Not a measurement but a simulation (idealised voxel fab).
Process module name: voxel gate over fins
The cross-section on display is named cut; it measures 275 nm wide, and its cells are 5 nm squares.
In this document a cross-section is written as a grid of square cells. It is given as a series of bands, listed from the top down, and a band is one or more rows of cells. What a band's entry tells you: where the top is and where the bottom is, as heights in nm, and after that what lies inside, material by material from left to right, each with its width in nm. Empty space is written as the word "air", and a single material marked with the word "all across" occupies the band from edge to edge. Height 0 is the level under which the wafer as received is all one material. The lowest band goes on downwards, as in "from 0 down". So if you see something like "30 to 40" for the width, read it as the top row of the band sitting at the first number and the bottom row at the second, with every row in between moving by the same amount as the last. Given "no alterations made" for a step, no cell of the cross-section differs between before and after that step. The list in "Voids lacking openings" covers empty spaces of 8 cells or more that cannot reach the top through any open way, and it gives each as width x height at distance; the distance is from the left edge, and width, height and distance are in nm. Formally, on a step line, whatever follows the settings is a remark that the simulator itself makes on the step. On any step carrying a mask, the "overlay nm" setting, if present on the step's line, tells how far right of its planned place the mask lay; negative values point to the left.
Process steps (planned)
1) RECEIVE (material Si)
2) CONFORMAL_DEP (material SiN; thk nm 10)
3) PATTERN (tone cover; mask id FINS; material resist; width nm 15; pitch nm 60; thk nm 15; overlay nm 0)
4) DIRECTIONAL_ETCH (etch materials SiN; depth nm 10)
5) DIRECTIONAL_ETCH (etch materials Si; depth nm 30)
6) STRIP (etch materials resist)
7) OXIDIZE (depth nm 5)
8) FILL_DEP (material SiO2; thk nm 5)
9) CMP (height nm 10)
10) MASKED_ETCH (tone open; mask id RAIL; width nm 15; etch materials SiO2; depth nm 35; overlay nm 0)
11) CONFORMAL_DEP (material TiN; thk nm 5)
12) FILL_DEP (material W; thk nm 5)
13) CMP (height nm 10)
14) SELECTIVE_ETCH (etch materials W Ru TiN; depth nm 30)
15) FILL_DEP (material SiO2; thk nm 5)
16) CMP (height nm 10)
17) SELECTIVE_ETCH (etch materials SiO2; depth nm 25)
18) STRIP (etch materials SiN)
19) CONFORMAL_DEP (material HfO2; thk nm 5)
20) CONFORMAL_DEP (material TiN; thk nm 5)
21) CONFORMAL_DEP (material TiAl; thk nm 5)
22) CONFORMAL_DEP (material TiN; thk nm 5)
23) FILL_DEP (material W; thk nm 15)
24) CMP (height nm 30)
25) CONFORMAL_DEP (material SiCN; thk nm 5)
For this document, wafers share an identical start and vary in the step 10 width nm; the plan quotes the first wafer's value.
Cross-sectional view of the first of several wafers in the as-received condition, corresponding to the state following step 1
- from 0 down = Si all across
- Voids lacking openings: none
Row per wafer, end-of-module: cell gain (+)/loss (-) by material since the wafer came in, then closed voids
width nm 15 | +73 HfO2 | -364 Si | +55 SiCN | +205 SiO2 | +73 TiAl | +149 TiN | +194 W | Voids lacking openings: none
width nm 20 | +73 HfO2 | -364 Si | +55 SiCN | +204 SiO2 | +73 TiAl | +150 TiN | +194 W | Voids lacking openings: none
width nm 25 | +73 HfO2 | -364 Si | +55 SiCN | +203 SiO2 | +73 TiAl | +151 TiN | +194 W | Voids lacking openings: none
width nm 30 | +73 HfO2 | -364 Si | +55 SiCN | +202 SiO2 | +73 TiAl | +152 TiN | +194 W | Voids lacking openings: none
